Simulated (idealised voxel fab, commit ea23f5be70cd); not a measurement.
process module | voxel ribs on slabs
cross-section cut | 145 nm wide | cells 5 nm
A cross-section is a grid of square cells, given in bands from the top down. A band is one or more rows of cells.
Each band's line starts with the height of the band's top and of its bottom, in nm. Then come its materials from left to right, each with its width in nm. One material with "throughout" fills the band from edge to edge. "air" is empty space.
Height 0 is the level under which the wafer as received is all one material. The lowest band goes on downwards, as in "0 down".
A width such as "30 to 40" changes by the same amount from each row of cells to the next, from the band's top row to its bottom row.
"no change" after a step means that no cell of the cross-section changed.
closed voids: empty space of 8 cells or more with no open way to the top, each as width x height at its distance from the left edge, in nm
after a step's settings: what the simulator itself notes on the step
overlay nm, on a step with a mask: how far to the right of its planned place the mask lay; to the left if negative
plan
1 op RECEIVE | material Si
2 op DIRECTIONAL_DEP | material SiO2 | thk nm 30
3 op DIRECTIONAL_DEP | material polySi | thk nm 25
4 op PATTERN | tone cover | mask id RIB | material resist | width nm 30 | thk nm 15 | overlay nm 0
5 op DIRECTIONAL_ETCH | etch materials polySi | depth nm 20
6 op STRIP | etch materials resist
7 op DIRECTIONAL_DEP | material aC | thk nm 10
8 op PATTERN | tone cover | mask id SLAB | material resist | width nm 80 | thk nm 30 | overlay nm 0
9 op DIRECTIONAL_ETCH | etch materials aC | depth nm 10
10 op STRIP | etch materials resist
11 op DIRECTIONAL_ETCH | etch materials polySi | depth nm 5
12 op STRIP | etch materials aC
13 op FILL_DEP | material SiO2 | thk nm 25
14 op CMP | height nm 70
15 op DIRECTIONAL_DEP | material W | thk nm 5
16 op MASKED_ETCH | tone cover | mask id HEATER | width nm 40 | etch materials W | depth nm 5 | overlay nm -15
17 op CONFORMAL_DEP | material SiN | thk nm 5
varied across the wafers: overlay nm of step 16. The plan shows the first wafer's value. All wafers start alike
first wafer as received, after step 1
  0 down: Si throughout
  closed voids: none
first wafer at the end, after step 17
  80 to 75: air 30 | SiN 50 | air 65
  75 to 70: SiN 35 | W 40 | SiN 70
  70 to 55: SiO2 throughout
  55 to 35: SiO2 55 | polySi 30 | SiO2 60
  35 to 30: SiO2 30 | polySi 80 | SiO2 35
  30 to 0: SiO2 throughout
  0 down: Si throughout
  closed voids: none
last wafer at the end
  80 to 75: air 60 | SiN 50 | air 35
  75 to 70: SiN 65 | W 40 | SiN 40
  70 to 55: SiO2 throughout
  55 to 35: SiO2 55 | polySi 30 | SiO2 60
  35 to 30: SiO2 30 | polySi 80 | SiO2 35
  30 to 0: SiO2 throughout
  0 down: Si throughout
  closed voids: none
each wafer at the end: cells of each material gained (+) or lost (-) since it was received, then its closed voids
overlay nm -15 | +31 SiN | +366 SiO2 | +8 W | +40 polySi | closed voids: none
overlay nm -10 | +31 SiN | +366 SiO2 | +8 W | +40 polySi | closed voids: none
overlay nm -5 | +31 SiN | +366 SiO2 | +8 W | +40 polySi | closed voids: none
overlay nm 0 | +31 SiN | +366 SiO2 | +8 W | +40 polySi | closed voids: none
overlay nm 5 | +31 SiN | +366 SiO2 | +8 W | +40 polySi | closed voids: none
overlay nm 10 | +31 SiN | +366 SiO2 | +8 W | +40 polySi | closed voids: none
overlay nm 15 | +31 SiN | +366 SiO2 | +8 W | +40 polySi | closed voids: none
